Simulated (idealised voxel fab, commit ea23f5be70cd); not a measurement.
voxel capacitor over wiring: a process module
It is cross-section cut that appears here, measuring 290 nm in width, its square cells being 5 nm in size.
The cross-sections in this document take the form of a grid made of square cells. They are written out as bands, in order from top to bottom. Each band consists of one or more rows of cells. Within each band entry, the heights of the top and of the bottom of the band appear first, in that order and in nm; the materials of the band then follow from left to right, each with its corresponding width in nm. The designation "everywhere" on a single material indicates that it fills the band from edge to edge; the designation "blank" indicates empty space. Basically, 0 is our baseline, since under it the wafer straight out of the box is all one material. The bottom band has no lower end and keeps on going down, so it looks like "0 nm and below". Width spec "30 to 40" -> top row of cells at first value, bottom row at second value, equal per-row change in between. "all unchanged" (step): cross-section cells unchanged, all of them. Voids not open to the top, 8 cells minimum: see "Closed empty spaces". Written width x height at distance; distance is from the left edge; nm. Past the settings on a step's line: simulator remark, on that step. overlay nm: for a step with a mask, the amount by which the mask lay right of where it was planned; a negative amount means left of it.
-- The process steps that were planned are listed below
1: RECEIVE (material Si)
2: CONFORMAL_DEP (material SiO2; thk nm 15)
3: DIRECTIONAL_DEP (material TiN; thk nm 5)
4: DIRECTIONAL_DEP (material Ru; thk nm 20)
5: DIRECTIONAL_DEP (material aC; thk nm 15)
6: PATTERN (tone cover; mask id METAL_1; material resist; width nm 30; pitch nm 95; thk nm 35; overlay nm 0)
7: DIRECTIONAL_ETCH (etch materials aC; depth nm 15)
8: STRIP (etch materials resist)
9: DIRECTIONAL_ETCH (etch materials Ru; depth nm 20)
10: DIRECTIONAL_ETCH (etch materials TiN; depth nm 5)
11: STRIP (etch materials aC)
12: FILL_DEP (material lowk; thk nm 5)
13: CMP (height nm 40)
14: CONFORMAL_DEP (material SiCN; thk nm 5)
15: DIRECTIONAL_DEP (material SiO2; thk nm 15)
16: DIRECTIONAL_DEP (material aC; thk nm 10)
17: PATTERN (tone open; mask id PLUG_1; material resist; width nm 15; thk nm 25; overlay nm 0)
18: DIRECTIONAL_ETCH (etch materials aC; depth nm 10)
19: STRIP (etch materials resist)
20: DIRECTIONAL_ETCH (etch materials SiO2; depth nm 15)
21: DIRECTIONAL_ETCH (etch materials SiCN; depth nm 5)
22: STRIP (etch materials aC)
23: CONFORMAL_DEP (material TiN; thk nm 5)
24: FILL_DEP (material Cu; thk nm 10)
25: CMP (height nm 60)
26: DIRECTIONAL_DEP (material TiN; thk nm 10)
27: DIRECTIONAL_DEP (material Al2O3; thk nm 5)
28: DIRECTIONAL_DEP (material TiN; thk nm 10)
29: PATTERN (tone cover; mask id UPPER_PLATE; material resist; width nm 70; thk nm 15; overlay nm 0)
30: DIRECTIONAL_ETCH (etch materials TiN; depth nm 10)
31: DIRECTIONAL_ETCH (etch materials Al2O3; depth nm 5)
32: STRIP (etch materials resist)
33: MASKED_ETCH (tone cover; mask id LOWER_PLATE; width nm 80; etch materials TiN; depth nm 10; overlay nm 0)
34: FILL_DEP (material SiO2; thk nm 20)
35: CMP (height nm 100)
36: MASKED_ETCH (tone open; mask id PLUG_2; width nm 15; etch materials SiO2; depth nm 15; overlay nm 0)
37: CONFORMAL_DEP (material TiN; thk nm 5)
38: FILL_DEP (material W; thk nm 10)
39: CMP (height nm 100)
40: CONFORMAL_DEP (material SiN; thk nm 5)
-- Here's what the wafer looked like in cross-section when it arrived - that's after step 1
* 0 nm and below: Si everywhere
* Closed empty spaces: none
-- The cross-section shown corresponds to the wafer at the conclusion of the module. The initial structure and the process plan are those presented above; however, one mistake occurred in executing the plan
* 105 nm to 100 nm: SiN everywhere
* 100 nm to 90 nm: SiO2 105 nm  TiN 5 nm  W 5 nm  TiN 5 nm  SiO2 170 nm
* 90 nm to 85 nm: SiO2 105 nm  TiN 15 nm  SiO2 170 nm
* 85 nm to 75 nm: SiO2 95 nm  TiN 70 nm  SiO2 125 nm
* 75 nm to 70 nm: SiO2 95 nm  Al2O3 70 nm  SiO2 125 nm
* 70 nm to 60 nm: SiO2 90 nm  TiN 80 nm  SiO2 120 nm
* 60 nm to 45 nm: lowk everywhere
* 45 nm to 40 nm: SiCN everywhere
* 40 nm to 20 nm: lowk 80 nm  Ru 30 nm  lowk 65 nm  Ru 30 nm  lowk 85 nm
* 20 nm to 15 nm: lowk 80 nm  TiN 30 nm  lowk 65 nm  TiN 30 nm  lowk 85 nm
* 15 nm to 0 nm: SiO2 everywhere
* 0 nm and below: Si everywhere
* Closed empty spaces: none
Run error: step 15 deviated from plan and actually ran as DIRECTIONAL_DEP (material lowk; thk nm 15)
